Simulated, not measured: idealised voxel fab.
This section sets out a process module, namely voxel self aligned vias.
Square cell edge 5 nm, section width 155 nm, ID cut.
Bands, listed from the top down, are how a cross-section gets written in this document; the cross-section itself is a grid of square cells, and a band is one or more rows of them. Heads up on the band format: heights come first, top then bottom, in nm. After that it's the materials left to right, each with its width in nm. A single material flagged "throughout" fills the whole band edge to edge, and "empty" means there's empty space there. Beneath 0, the wafer as received is one material, and that level is where height counting begins. The lowest band goes on downward without a bottom; it is written like "top 0, no bottom". Think of "30 to 40" as a width that walks from the first number to the second as you go down the band, top row to bottom row, taking equal-sized steps from row to row. "identical to before" for a step: no cell of the cross-section changed in that step. Empty spaces counting at least 8 cells and having no open way to the top are listed in "Trapped voids". The notation width x height at distance is used for each, the distance being from the left edge and all three values in nm. If you see something after the settings on a step's line, that's the simulator's own remark about that step. "overlay nm", when on a step's line for a step with a mask, measures how far to the right of its planned place the mask lay; a negative measure means to the left.
The steps planned for the process are as follows:
1: op RECEIVE | material Si
2: op CONFORMAL_DEP | material SiO2 | thk nm 15
3: op CONFORMAL_DEP | material SiCN | thk nm 5
4: op DIRECTIONAL_DEP | material lowk | thk nm 30
5: op MASKED_ETCH | tone open | mask id LINES | width nm 30 | pitch nm 60 | etch materials lowk | depth nm 30 | overlay nm 0
6: op CONFORMAL_DEP | material TiN | thk nm 5
7: op FILL_DEP | material W | thk nm 5
8: op CMP | height nm 50
9: op SELECTIVE_ETCH | etch materials W Ru TiN | depth nm 5
10: op FILL_DEP | material SiN | thk nm 10
11: op CMP | height nm 50
12: op DIRECTIONAL_DEP | material lowk | thk nm 20
13: op DIRECTIONAL_DEP | material aC | thk nm 10
14: op PATTERN | tone open | mask id VIAS | material resist | width nm 40 | pitch nm 60 | thk nm 25 | overlay nm 0
15: op DIRECTIONAL_ETCH | etch materials aC | depth nm 10
16: op STRIP | etch materials resist
17: op DIRECTIONAL_ETCH | etch materials lowk | depth nm 20
18: op DIRECTIONAL_ETCH | etch materials SiN | depth nm 5
19: op STRIP | etch materials aC
20: op CONFORMAL_DEP | material TiN | thk nm 5
21: op FILL_DEP | material Ru | thk nm 5
22: op CMP | height nm 70
23: op CONFORMAL_DEP | material SiN | thk nm 5
Cross-section of the incoming wafer, state after step 1:
top 0, no bottom | Si throughout
Trapped voids: none
What the wafer looks like in cross-section after this module, when it starts as shown above and follows the plan above but one mistake is made in running it:
top 75, bottom 70 | SiN throughout
top 70, bottom 55 | lowk 25 / TiN 5 / Ru 30 / TiN 5 / lowk 20 / TiN 5 / Ru 30 / TiN 5 / lowk 30
top 55, bottom 50 | lowk 25 / TiN 40 / lowk 20 / TiN 40 / lowk 30
top 50, bottom 45 | SiN 25 / TiN 5 / lowk 30 / TiN 5 / SiN 20 / TiN 5 / lowk 30 / TiN 5 / SiN 30
top 45, bottom 25 | W 25 / TiN 5 / lowk 30 / TiN 5 / W 20 / TiN 5 / lowk 30 / TiN 5 / W 30
top 25, bottom 20 | TiN 30 / lowk 30 / TiN 30 / lowk 30 / TiN 35
top 20, bottom 15 | SiCN throughout
top 15, bottom 0 | SiO2 throughout
top 0, no bottom | Si throughout
Trapped voids: none
Heads up, the wafer didn't run the way we planned it: step 5 was run on a setting that differed from the plan, and what really ran there is op MASKED_ETCH | tone cover | mask id LINES | width nm 30 | pitch nm 60 | etch materials lowk | depth nm 30 | overlay nm 0
